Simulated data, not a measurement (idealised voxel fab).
The process module presented herein is designated voxel ribs on slabs.
Section cut is 285 nm wide and gridded with 5 nm square cells.
The cross-sections in this document take the form of a grid made of square cells. They are written out as bands, in order from top to bottom. Each band consists of one or more rows of cells. Basically the band line says how high the top is and how high the bottom is, in nm, and then what's in it from left to right, every material with its width in nm. Empty space shows up as "air", and if a single material carries "everywhere" it runs the full band edge to edge. Note: height 0 marks the level under which the wafer is uniformly one material as received. Lowest band unbounded below, written "0 down". With a width like "30->40", each row of cells in the band differs from the next by the same amount, the top row carrying the first number and the bottom row the second. "no change" -> step changed no cross-section cell. If an empty space has no open way to the top and is at least 8 cells in size, "Enclosed empty spaces" lists it, written width x height at distance, where distance is measured from the left edge and every value is in nm. Heads up: the bit after the settings on a step's line is the simulator's remark on that step. For masked steps, "overlay nm" on the step line gives how far right of plan the mask actually lay; a minus sign means it lay to the left.
## Below is the list of planned process steps
| 1 | RECEIVE: material Si |
| 2 | DIRECTIONAL_DEP: material SiO2, thk nm 20 |
| 3 | DIRECTIONAL_DEP: material SiN, thk nm 20 |
| 4 | DIRECTIONAL_DEP: material aC, thk nm 15 |
| 5 | PATTERN: tone cover, mask id RIB, material resist, width nm 20, thk nm 30, overlay nm 0 |
| 6 | DIRECTIONAL_ETCH: etch materials aC, depth nm 15 |
| 7 | STRIP: etch materials resist |
| 8 | DIRECTIONAL_ETCH: etch materials SiN, depth nm 5 |
| 9 | STRIP: etch materials aC |
| 10 | DIRECTIONAL_DEP: material aC, thk nm 15 |
| 11 | PATTERN: tone cover, mask id SLAB, material resist, width nm 70, thk nm 30, overlay nm 0 |
| 12 | DIRECTIONAL_ETCH: etch materials aC, depth nm 15 |
| 13 | STRIP: etch materials resist |
| 14 | DIRECTIONAL_ETCH: etch materials SiN, depth nm 15 |
| 15 | STRIP: etch materials aC |
| 16 | FILL_DEP: material SiO2, thk nm 25 |
| 17 | CMP: height nm 55 |
| 18 | DIRECTIONAL_DEP: material W, thk nm 10 |
| 19 | PATTERN: tone cover, mask id HEATER, material resist, width nm 30, thk nm 20, overlay nm 0 |
| 20 | DIRECTIONAL_ETCH: etch materials W, depth nm 10 |
| 21 | STRIP: etch materials resist |
| 22 | CONFORMAL_DEP: material SiN, thk nm 10 |
## Incoming wafer in cross-section (state: after step 1)
* 0 down: Si everywhere
* Enclosed empty spaces: none
## a wafer at the end: this start, this plan, one mistake
* 75 to 65: air 115 / SiN 50 / air 120
* 65 to 55: SiN 125 / W 30 / SiN 130
* 55 to 20: SiO2 everywhere
* 20 to 0: SiN everywhere
* 0 down: Si everywhere
* Enclosed empty spaces: none
Want to know what went wrong? the run placed steps 2 and 3 each in the position the plan gave to the other
